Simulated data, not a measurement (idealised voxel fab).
Title: Process Module voxel self aligned vias
Cross-sectional view cut (width: 275 nm; square cell size: 5 nm).
Each cross-section below is a grid of square cells, stated as bands in top-down order, with one or more rows of cells making up each band.
First you get the band's top height and its bottom height, in nm, and then the materials it's made of, left to right, with each width in nm. If you see a single material with "throughout", that one covers the band edge to edge. "empty" is empty space.
Counting heights begins at 0, where everything beneath is, in the wafer as received, one material. The lowest band has no bottom; it goes on downwards, as "0..down" shows.
So if you see something like "30..40" for the width, read it as the top row of the band sitting at the first number and the bottom row at the second, with every row in between moving by the same amount as the last.
"remained unchanged" -> step changed no cross-section cell.
Voids not open to the top, 8 cells minimum: see "Closed internal cavities". Written width x height at distance; distance is from the left edge; nm.
Post-settings text on a step line: simulator's own remark regarding the step.
A step line may carry the setting "overlay nm", which, for steps involving a mask, states the distance by which the mask lay to the right of its intended position; negative values denote displacement to the left.
**Process steps - plan**
- 1: RECEIVE [material Si]
- 2: CONFORMAL_DEP [material SiO2] [thk nm 15]
- 3: CONFORMAL_DEP [material SiCN] [thk nm 5]
- 4: DIRECTIONAL_DEP [material lowk] [thk nm 30]
- 5: DIRECTIONAL_DEP [material aC] [thk nm 15]
- 6: PATTERN [tone open] [mask id LINES] [material resist] [width nm 20] [pitch nm 60] [thk nm 35] [overlay nm 0]
- 7: DIRECTIONAL_ETCH [etch materials aC] [depth nm 15]
- 8: STRIP [etch materials resist]
- 9: DIRECTIONAL_ETCH [etch materials lowk] [depth nm 30]
- 10: STRIP [etch materials aC]
- 11: CONFORMAL_DEP [material TiN] [thk nm 5]
- 12: FILL_DEP [material W] [thk nm 10]
- 13: CMP [height nm 50]
- 14: SELECTIVE_ETCH [etch materials W Ru TiN] [depth nm 5]
- 15: FILL_DEP [material SiN] [thk nm 5]
- 16: CMP [height nm 50]
- 17: DIRECTIONAL_DEP [material lowk] [thk nm 20]
- 18: MASKED_ETCH [tone open] [mask id VIAS] [width nm 30] [pitch nm 60] [etch materials lowk] [depth nm 20] [overlay nm 0]
- 19: MASKED_ETCH [tone open] [mask id VIAS] [width nm 30] [pitch nm 60] [etch materials SiN] [depth nm 5] [overlay nm 0]
- 20: CONFORMAL_DEP [material TiN] [thk nm 5]
- 21: FILL_DEP [material Cu] [thk nm 10]
- 22: CMP [height nm 70]
- 23: CONFORMAL_DEP [material SiN] [thk nm 5]
**On the first of the two wafers: run conducted according to plan**
**As received (post step 1): cross-section**
* 0..down: Si throughout
* Closed internal cavities: none
**Upon completion of step 2, the wafer appears in cross-section as shown**
* 15..0: SiO2 throughout
* Everything under 0 stays put, no change at all.
**Upon completion of step 3, the wafer appears in cross-section as shown**
* 20..15: SiCN throughout
* Everything under 15 stays put, no change at all.
**Upon completion of step 4, the wafer appears in cross-section as shown**
* 50..20: lowk throughout
* Everything under 20 stays put, no change at all.
**Upon completion of step 5, the wafer appears in cross-section as shown**
* 65..50: aC throughout
* Everything under 50 stays put, no change at all.
**Upon completion of step 6, the wafer appears in cross-section as shown**
* 100..65: resist=65, then empty=20, then resist=40, then empty=20, then resist=40, then empty=20, then resist=70
* Everything under 65 stays put, no change at all.
**Upon completion of step 7, the wafer appears in cross-section as shown**
* 85..65: resist=65, then empty=20, then resist=40, then empty=20, then resist=40, then empty=20, then resist=70
* 65..50: aC=65, then empty=20, then aC=40, then empty=20, then aC=40, then empty=20, then aC=70
* Everything under 50 stays put, no change at all.
**Upon completion of step 8, the wafer appears in cross-section as shown**
* 65..50: aC=65, then empty=20, then aC=40, then empty=20, then aC=40, then empty=20, then aC=70
* Everything under 50 stays put, no change at all.
**Upon completion of step 9, the wafer appears in cross-section as shown**
* 65..50: aC=65, then empty=20, then aC=40, then empty=20, then aC=40, then empty=20, then aC=70
* 50..20: lowk=65, then empty=20, then lowk=40, then empty=20, then lowk=40, then empty=20, then lowk=70
* Everything under 20 stays put, no change at all.
**Upon completion of step 10, the wafer appears in cross-section as shown**
* 50..20: lowk=65, then empty=20, then lowk=40, then empty=20, then lowk=40, then empty=20, then lowk=70
* Everything under 20 stays put, no change at all.
**Upon completion of step 11, the wafer appears in cross-section as shown**
* 55..50: TiN=70, then empty=10, then TiN=50, then empty=10, then TiN=50, then empty=10, then TiN=75
* 50..25: lowk=65, then TiN=5, then empty=10, then TiN=5, then lowk=40, then TiN=5, then empty=10, then TiN=5, then lowk=40, then TiN=5, then empty=10, then TiN=5, then lowk=70
* 25..20: lowk=65, then TiN=20, then lowk=40, then TiN=20, then lowk=40, then TiN=20, then lowk=70
* Everything under 20 stays put, no change at all.
**Upon completion of step 12, the wafer appears in cross-section as shown**
* 65..55: W throughout
* 55..50: TiN=70, then W=10, then TiN=50, then W=10, then TiN=50, then W=10, then TiN=75
* 50..25: lowk=65, then TiN=5, then W=10, then TiN=5, then lowk=40, then TiN=5, then W=10, then TiN=5, then lowk=40, then TiN=5, then W=10, then TiN=5, then lowk=70
* Everything under 25 stays put, no change at all.
**Upon completion of step 13, the wafer appears in cross-section as shown**
* 50..25: lowk=65, then TiN=5, then W=10, then TiN=5, then lowk=40, then TiN=5, then W=10, then TiN=5, then lowk=40, then TiN=5, then W=10, then TiN=5, then lowk=70
* Everything under 25 stays put, no change at all.
**Upon completion of step 14, the wafer appears in cross-section as shown**
* 50..45: lowk=65, then empty=20, then lowk=40, then empty=20, then lowk=40, then empty=20, then lowk=70
* Everything under 45 stays put, no change at all.
**Upon completion of step 15, the wafer appears in cross-section as shown**
* 55..50: SiN throughout
* 50..45: lowk=65, then SiN=20, then lowk=40, then SiN=20, then lowk=40, then SiN=20, then lowk=70
* Everything under 45 stays put, no change at all.
**Upon completion of step 16, the wafer appears in cross-section as shown**
* 50..45: lowk=65, then SiN=20, then lowk=40, then SiN=20, then lowk=40, then SiN=20, then lowk=70
* Everything under 45 stays put, no change at all.
**Upon completion of step 17, the wafer appears in cross-section as shown**
* 70..50: lowk throughout
* Everything under 50 stays put, no change at all.
**Upon completion of step 18, the wafer appears in cross-section as shown**
* 70..50: lowk=60, then empty=30, then lowk=30, then empty=30, then lowk=30, then empty=30, then lowk=65
* Everything under 50 stays put, no change at all.
**Upon completion of step 19, the wafer appears in cross-section as shown**
* 70..50: lowk=60, then empty=30, then lowk=30, then empty=30, then lowk=30, then empty=30, then lowk=65
* 50..45: lowk=65, then empty=20, then lowk=40, then empty=20, then lowk=40, then empty=20, then lowk=70
* Everything under 45 stays put, no change at all.
**Upon completion of step 20, the wafer appears in cross-section as shown**
* 75..70: TiN=65, then empty=20, then TiN=40, then empty=20, then TiN=40, then empty=20, then TiN=70
* 70..55: lowk=60, then TiN=5, then empty=20, then TiN=5, then lowk=30, then TiN=5, then empty=20, then TiN=5, then lowk=30, then TiN=5, then empty=20, then TiN=5, then lowk=65
* 55..50: lowk=60, then TiN=10, then empty=10, then TiN=10, then lowk=30, then TiN=10, then empty=10, then TiN=10, then lowk=30, then TiN=10, then empty=10, then TiN=10, then lowk=65
* 50..45: lowk=65, then TiN=20, then lowk=40, then TiN=20, then lowk=40, then TiN=20, then lowk=70
* Everything under 45 stays put, no change at all.
**Upon completion of step 21, the wafer appears in cross-section as shown**
* 85..75: Cu throughout
* 75..70: TiN=65, then Cu=20, then TiN=40, then Cu=20, then TiN=40, then Cu=20, then TiN=70
* 70..55: lowk=60, then TiN=5, then Cu=20, then TiN=5, then lowk=30, then TiN=5, then Cu=20, then TiN=5, then lowk=30, then TiN=5, then Cu=20, then TiN=5, then lowk=65
* 55..50: lowk=60, then TiN=10, then Cu=10, then TiN=10, then lowk=30, then TiN=10, then Cu=10, then TiN=10, then lowk=30, then TiN=10, then Cu=10, then TiN=10, then lowk=65
* Everything under 50 stays put, no change at all.
**Upon completion of step 22, the wafer appears in cross-section as shown**
* 70..55: lowk=60, then TiN=5, then Cu=20, then TiN=5, then lowk=30, then TiN=5, then Cu=20, then TiN=5, then lowk=30, then TiN=5, then Cu=20, then TiN=5, then lowk=65
* Everything under 55 stays put, no change at all.
**Upon completion of step 23, the wafer appears in cross-section as shown**
* 75..70: SiN throughout
* Everything under 70 stays put, no change at all.
**Here the second wafer is described. Its start and its plan were those of the first wafer. Its run contained one mistake. Up to and including step 16, it did exactly what the first wafer did**
**At the planned end of step 17, the second wafer in cross-section**
* 50..45: lowk=60, then empty=5, then SiN=20, then empty=5, then lowk=30, then empty=5, then SiN=20, then empty=5, then lowk=30, then empty=5, then SiN=20, then empty=5, then lowk=65
* 45..30: lowk=60, then empty=5, then TiN=5, then W=10, then TiN=5, then empty=5, then lowk=30, then empty=5, then TiN=5, then W=10, then TiN=5, then empty=5, then lowk=30, then empty=5, then TiN=5, then W=10, then TiN=5, then empty=5, then lowk=65
* Everything under 30 stays put, no change at all.
**At the planned end of step 18, the second wafer in cross-section**
* 70..50: lowk=60, then empty=5, then lowk=20, then empty=5, then lowk=30, then empty=5, then lowk=20, then empty=5, then lowk=30, then empty=5, then lowk=20, then empty=5, then lowk=65
* 50..45: lowk=65, then SiN=20, then lowk=40, then SiN=20, then lowk=40, then SiN=20, then lowk=70
* 45..25: lowk=65, then TiN=5, then W=10, then TiN=5, then lowk=40, then TiN=5, then W=10, then TiN=5, then lowk=40, then TiN=5, then W=10, then TiN=5, then lowk=70
* Everything under 25 stays put, no change at all.
At the planned end of step 19, the second wafer in cross-section: remained unchanged
**At the planned end of step 20, the second wafer in cross-section**
* 75..70: TiN throughout
* 70..50: lowk=60, then TiN=5, then lowk=20, then TiN=5, then lowk=30, then TiN=5, then lowk=20, then TiN=5, then lowk=30, then TiN=5, then lowk=20, then TiN=5, then lowk=65
* Everything under 50 stays put, no change at all.
**At the planned end of step 21, the second wafer in cross-section**
* 85..75: Cu throughout
* Everything under 75 stays put, no change at all.
**At the planned end of step 22, the second wafer in cross-section**
* 70..50: lowk=60, then TiN=5, then lowk=20, then TiN=5, then lowk=30, then TiN=5, then lowk=20, then TiN=5, then lowk=30, then TiN=5, then lowk=20, then TiN=5, then lowk=65
* Everything under 50 stays put, no change at all.
**At the planned end of step 23, the second wafer in cross-section**
* 75..70: SiN throughout
* Everything under 70 stays put, no change at all.
Misprocessing identified: it was found that steps 17 and 18 of the process plan had been performed in exchanged positions
Wafer comparison, final, in cells, second relative to first, materials more or fewer: 42 fewer of Cu | 12 more of SiN | 18 fewer of TiN | 48 more of lowk
